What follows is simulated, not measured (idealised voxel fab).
Module name: voxel self aligned vias (process module)
Square cells of 5 nm make up the cross-section cut, whose width is 205 nm.
For the purposes of this document, a cross-section shall be understood as a grid of square cells, specified as bands listed in top-to-bottom order, each band consisting of one or more rows of cells. Top height, bottom height, nm. Materials left to right, width each, nm. Single material + "everywhere" = fills band edge to edge. "empty" = empty. It should be noted that heights are counted from 0, beneath which the wafer as supplied is of one material throughout, and that the lowest band possesses no lower boundary but continues downward, as written in "0..down". A two-number width, for instance "30 to 40", indicates that the width is equal to the first number in the top row of the band and to the second number in the bottom row, and that it changes by a constant amount per row of cells. Take "left unchanged" at face value: in the step it is given for, the cross-section changed in none of its cells. "Voids, fully enclosed" contains a list of empty spaces, each no smaller than 8 cells and without an open way to the top, written in the form width x height at distance with the distance from the left edge and all three in nm. Post-settings text on a step line: simulator's own remark regarding the step. overlay nm: on a step with a mask, how far right of its planned place the mask lay; negative means left.

-- Intended process steps
step 1: RECEIVE with material Si
step 2: CONFORMAL_DEP with material SiO2, thk nm 10
step 3: CONFORMAL_DEP with material SiCN, thk nm 5
step 4: DIRECTIONAL_DEP with material lowk, thk nm 20
step 5: DIRECTIONAL_DEP with material aC, thk nm 10
step 6: PATTERN with tone open, mask id LINES, material resist, width nm 30, pitch nm 80, thk nm 30, overlay nm 0
step 7: DIRECTIONAL_ETCH with etch materials aC, depth nm 10
step 8: STRIP with etch materials resist
step 9: DIRECTIONAL_ETCH with etch materials lowk, depth nm 20
step 10: STRIP with etch materials aC
step 11: CONFORMAL_DEP with material TiN, thk nm 5
step 12: FILL_DEP with material Ru, thk nm 5
step 13: CMP with height nm 35
step 14: SELECTIVE_ETCH with etch materials W Ru TiN, depth nm 10
step 15: FILL_DEP with material SiN, thk nm 10
step 16: CMP with height nm 35
step 17: DIRECTIONAL_DEP with material lowk, thk nm 15
step 18: DIRECTIONAL_DEP with material aC, thk nm 10
step 19: PATTERN with tone open, mask id VIAS, material resist, width nm 50, thk nm 30, overlay nm 0
step 20: DIRECTIONAL_ETCH with etch materials aC, depth nm 10
step 21: STRIP with etch materials resist
step 22: DIRECTIONAL_ETCH with etch materials lowk, depth nm 15
step 23: DIRECTIONAL_ETCH with etch materials SiN, depth nm 10
step 24: STRIP with etch materials aC
step 25: CONFORMAL_DEP with material TiN, thk nm 5
step 26: FILL_DEP with material W, thk nm 10
step 27: CMP with height nm 50
step 28: CONFORMAL_DEP with material SiN, thk nm 5

-- So, the first of our two wafers, run just as we planned it

-- Cross-section of the wafer upon arrival, representing the state reached after step 1
    0..down: Si everywhere
    Voids, fully enclosed: none

-- Wafer after step 2 (cross-section)
    10..0: SiO2 everywhere
    Nothing below the height 0 has changed.

-- Wafer after step 3 (cross-section)
    15..10: SiCN everywhere
    Nothing below the height 10 has changed.

-- Wafer after step 4 (cross-section)
    35..15: lowk everywhere
    Nothing below the height 15 has changed.

-- Wafer after step 5 (cross-section)
    45..35: aC everywhere
    Nothing below the height 35 has changed.

-- Wafer after step 6 (cross-section)
    75..45: resist=45, then empty=30, then resist=50, then empty=30, then resist=50
    Nothing below the height 45 has changed.

-- Wafer after step 7 (cross-section)
    65..45: resist=45, then empty=30, then resist=50, then empty=30, then resist=50
    45..35: aC=45, then empty=30, then aC=50, then empty=30, then aC=50
    Nothing below the height 35 has changed.

-- Wafer after step 8 (cross-section)
    45..35: aC=45, then empty=30, then aC=50, then empty=30, then aC=50
    Nothing below the height 35 has changed.

-- Wafer after step 9 (cross-section)
    45..35: aC=45, then empty=30, then aC=50, then empty=30, then aC=50
    35..15: lowk=45, then empty=30, then lowk=50, then empty=30, then lowk=50
    Nothing below the height 15 has changed.

-- Wafer after step 10 (cross-section)
    35..15: lowk=45, then empty=30, then lowk=50, then empty=30, then lowk=50
    Nothing below the height 15 has changed.

-- Wafer after step 11 (cross-section)
    40..35: TiN=50, then empty=20, then TiN=60, then empty=20, then TiN=55
    35..20: lowk=45, then TiN=5, then empty=20, then TiN=5, then lowk=50, then TiN=5, then empty=20, then TiN=5, then lowk=50
    20..15: lowk=45, then TiN=30, then lowk=50, then TiN=30, then lowk=50
    Nothing below the height 15 has changed.

-- Wafer after step 12 (cross-section)
    45..40: Ru everywhere
    40..35: TiN=50, then Ru=20, then TiN=60, then Ru=20, then TiN=55
    35..20: lowk=45, then TiN=5, then Ru=20, then TiN=5, then lowk=50, then TiN=5, then Ru=20, then TiN=5, then lowk=50
    Nothing below the height 20 has changed.

-- Wafer after step 13 (cross-section)
    35..20: lowk=45, then TiN=5, then Ru=20, then TiN=5, then lowk=50, then TiN=5, then Ru=20, then TiN=5, then lowk=50
    Nothing below the height 20 has changed.

-- Wafer after step 14 (cross-section)
    35..25: lowk=45, then empty=30, then lowk=50, then empty=30, then lowk=50
    Nothing below the height 25 has changed.

-- Wafer after step 15 (cross-section)
    45..35: SiN everywhere
    35..25: lowk=45, then SiN=30, then lowk=50, then SiN=30, then lowk=50
    Nothing below the height 25 has changed.

-- Wafer after step 16 (cross-section)
    35..25: lowk=45, then SiN=30, then lowk=50, then SiN=30, then lowk=50
    Nothing below the height 25 has changed.

-- Wafer after step 17 (cross-section)
    50..35: lowk everywhere
    Nothing below the height 35 has changed.

-- Wafer after step 18 (cross-section)
    60..50: aC everywhere
    Nothing below the height 50 has changed.

-- Wafer after step 19 (cross-section)
    90..60: resist=35, then empty=50, then resist=120
    Nothing below the height 60 has changed.

-- Wafer after step 20 (cross-section)
    80..60: resist=35, then empty=50, then resist=120
    60..50: aC=35, then empty=50, then aC=120
    Nothing below the height 50 has changed.

-- Wafer after step 21 (cross-section)
    60..50: aC=35, then empty=50, then aC=120
    Nothing below the height 50 has changed.

-- Wafer after step 22 (cross-section)
    60..50: aC=35, then empty=50, then aC=120
    50..35: lowk=35, then empty=50, then lowk=120
    Nothing below the height 35 has changed.

-- Wafer after step 23 (cross-section)
    60..50: aC=35, then empty=50, then aC=120
    50..35: lowk=35, then empty=50, then lowk=120
    35..25: lowk=45, then empty=30, then lowk=50, then SiN=30, then lowk=50
    Nothing below the height 25 has changed.

-- Wafer after step 24 (cross-section)
    50..35: lowk=35, then empty=50, then lowk=120
    Nothing below the height 35 has changed.

-- Wafer after step 25 (cross-section)
    55..50: TiN=40, then empty=40, then TiN=125
    50..40: lowk=35, then TiN=5, then empty=40, then TiN=5, then lowk=120
    40..35: lowk=35, then TiN=15, then empty=20, then TiN=15, then lowk=120
    35..30: lowk=45, then TiN=5, then empty=20, then TiN=5, then lowk=50, then SiN=30, then lowk=50
    30..25: lowk=45, then TiN=30, then lowk=50, then SiN=30, then lowk=50
    Nothing below the height 25 has changed.

-- Wafer after step 26 (cross-section)
    65..55: W everywhere
    55..50: TiN=40, then W=40, then TiN=125
    50..40: lowk=35, then TiN=5, then W=40, then TiN=5, then lowk=120
    40..35: lowk=35, then TiN=15, then W=20, then TiN=15, then lowk=120
    35..30: lowk=45, then TiN=5, then W=20, then TiN=5, then lowk=50, then SiN=30, then lowk=50
    Nothing below the height 30 has changed.

-- Wafer after step 27 (cross-section)
    50..40: lowk=35, then TiN=5, then W=40, then TiN=5, then lowk=120
    Nothing below the height 40 has changed.

-- Wafer after step 28 (cross-section)
    55..50: SiN everywhere
    Nothing below the height 50 has changed.

-- Now the other wafer: same start, same recipe, but we messed up one thing when running it. Up to and including step 5 it's the same as the first one

-- Cross-section: second wafer, time at which step 6 was scheduled to end
    75..45: resist=50, then empty=30, then resist=50, then empty=30, then resist=45
    Nothing below the height 45 has changed.

-- Cross-section: second wafer, time at which step 7 was scheduled to end
    65..45: resist=50, then empty=30, then resist=50, then empty=30, then resist=45
    45..35: aC=50, then empty=30, then aC=50, then empty=30, then aC=45
    Nothing below the height 35 has changed.

-- Cross-section: second wafer, time at which step 8 was scheduled to end
    45..35: aC=50, then empty=30, then aC=50, then empty=30, then aC=45
    Nothing below the height 35 has changed.

-- Cross-section: second wafer, time at which step 9 was scheduled to end
    45..35: aC=50, then empty=30, then aC=50, then empty=30, then aC=45
    35..15: lowk=50, then empty=30, then lowk=50, then empty=30, then lowk=45
    Nothing below the height 15 has changed.

-- Cross-section: second wafer, time at which step 10 was scheduled to end
    35..15: lowk=50, then empty=30, then lowk=50, then empty=30, then lowk=45
    Nothing below the height 15 has changed.

-- Cross-section: second wafer, time at which step 11 was scheduled to end
    40..35: TiN=55, then empty=20, then TiN=60, then empty=20, then TiN=50
    35..20: lowk=50, then TiN=5, then empty=20, then TiN=5, then lowk=50, then TiN=5, then empty=20, then TiN=5, then lowk=45
    20..15: lowk=50, then TiN=30, then lowk=50, then TiN=30, then lowk=45
    Nothing below the height 15 has changed.

-- Cross-section: second wafer, time at which step 12 was scheduled to end
    45..40: Ru everywhere
    40..35: TiN=55, then Ru=20, then TiN=60, then Ru=20, then TiN=50
    35..20: lowk=50, then TiN=5, then Ru=20, then TiN=5, then lowk=50, then TiN=5, then Ru=20, then TiN=5, then lowk=45
    Nothing below the height 20 has changed.

-- Cross-section: second wafer, time at which step 13 was scheduled to end
    35..20: lowk=50, then TiN=5, then Ru=20, then TiN=5, then lowk=50, then TiN=5, then Ru=20, then TiN=5, then lowk=45
    Nothing below the height 20 has changed.

-- Cross-section: second wafer, time at which step 14 was scheduled to end
    35..25: lowk=50, then empty=30, then lowk=50, then empty=30, then lowk=45
    Nothing below the height 25 has changed.

-- Cross-section: second wafer, time at which step 15 was scheduled to end
    45..35: SiN everywhere
    35..25: lowk=50, then SiN=30, then lowk=50, then SiN=30, then lowk=45
    Nothing below the height 25 has changed.

-- Cross-section: second wafer, time at which step 16 was scheduled to end
    35..25: lowk=50, then SiN=30, then lowk=50, then SiN=30, then lowk=45
    Nothing below the height 25 has changed.

-- Cross-section: second wafer, time at which step 17 was scheduled to end
    50..35: lowk everywhere
    Nothing below the height 35 has changed.

-- Cross-section: second wafer, time at which step 18 was scheduled to end
    60..50: aC everywhere
    Nothing below the height 50 has changed.

-- Cross-section: second wafer, time at which step 19 was scheduled to end
    90..60: resist=35, then empty=50, then resist=120
    Nothing below the height 60 has changed.

-- Cross-section: second wafer, time at which step 20 was scheduled to end
    80..60: resist=35, then empty=50, then resist=120
    60..50: aC=35, then empty=50, then aC=120
    Nothing below the height 50 has changed.

-- Cross-section: second wafer, time at which step 21 was scheduled to end
    60..50: aC=35, then empty=50, then aC=120
    Nothing below the height 50 has changed.

-- Cross-section: second wafer, time at which step 22 was scheduled to end
    60..50: aC=35, then empty=50, then aC=120
    50..35: lowk=35, then empty=50, then lowk=120
    Nothing below the height 35 has changed.

-- Cross-section: second wafer, time at which step 23 was scheduled to end
    60..50: aC=35, then empty=50, then aC=120
    50..35: lowk=35, then empty=50, then lowk=120
    35..25: lowk=50, then empty=30, then lowk=50, then SiN=30, then lowk=45
    Nothing below the height 25 has changed.

-- Cross-section: second wafer, time at which step 24 was scheduled to end
    50..35: lowk=35, then empty=50, then lowk=120
    Nothing below the height 35 has changed.

-- Cross-section: second wafer, time at which step 25 was scheduled to end
    55..50: TiN=40, then empty=40, then TiN=125
    50..40: lowk=35, then TiN=5, then empty=40, then TiN=5, then lowk=120
    40..35: lowk=35, then TiN=20, then empty=20, then TiN=10, then lowk=120
    35..30: lowk=50, then TiN=5, then empty=20, then TiN=5, then lowk=50, then SiN=30, then lowk=45
    30..25: lowk=50, then TiN=30, then lowk=50, then SiN=30, then lowk=45
    Nothing below the height 25 has changed.

-- Cross-section: second wafer, time at which step 26 was scheduled to end
    65..55: W everywhere
    55..50: TiN=40, then W=40, then TiN=125
    50..40: lowk=35, then TiN=5, then W=40, then TiN=5, then lowk=120
    40..35: lowk=35, then TiN=20, then W=20, then TiN=10, then lowk=120
    35..30: lowk=50, then TiN=5, then W=20, then TiN=5, then lowk=50, then SiN=30, then lowk=45
    Nothing below the height 30 has changed.

-- Cross-section: second wafer, time at which step 27 was scheduled to end
    50..40: lowk=35, then TiN=5, then W=40, then TiN=5, then lowk=120
    Nothing below the height 40 has changed.

-- Cross-section: second wafer, time at which step 28 was scheduled to end
    55..50: SiN everywhere
    Nothing below the height 50 has changed.
Processing error: the process deviated at step 6: the operation and settings actually run there were PATTERN with tone open, mask id LINES, material resist, width nm 30, pitch nm 80, thk nm 30, overlay nm 5
Tallied in cells, the final second wafer holds each material in the same quantity as the first, although not at the same places.
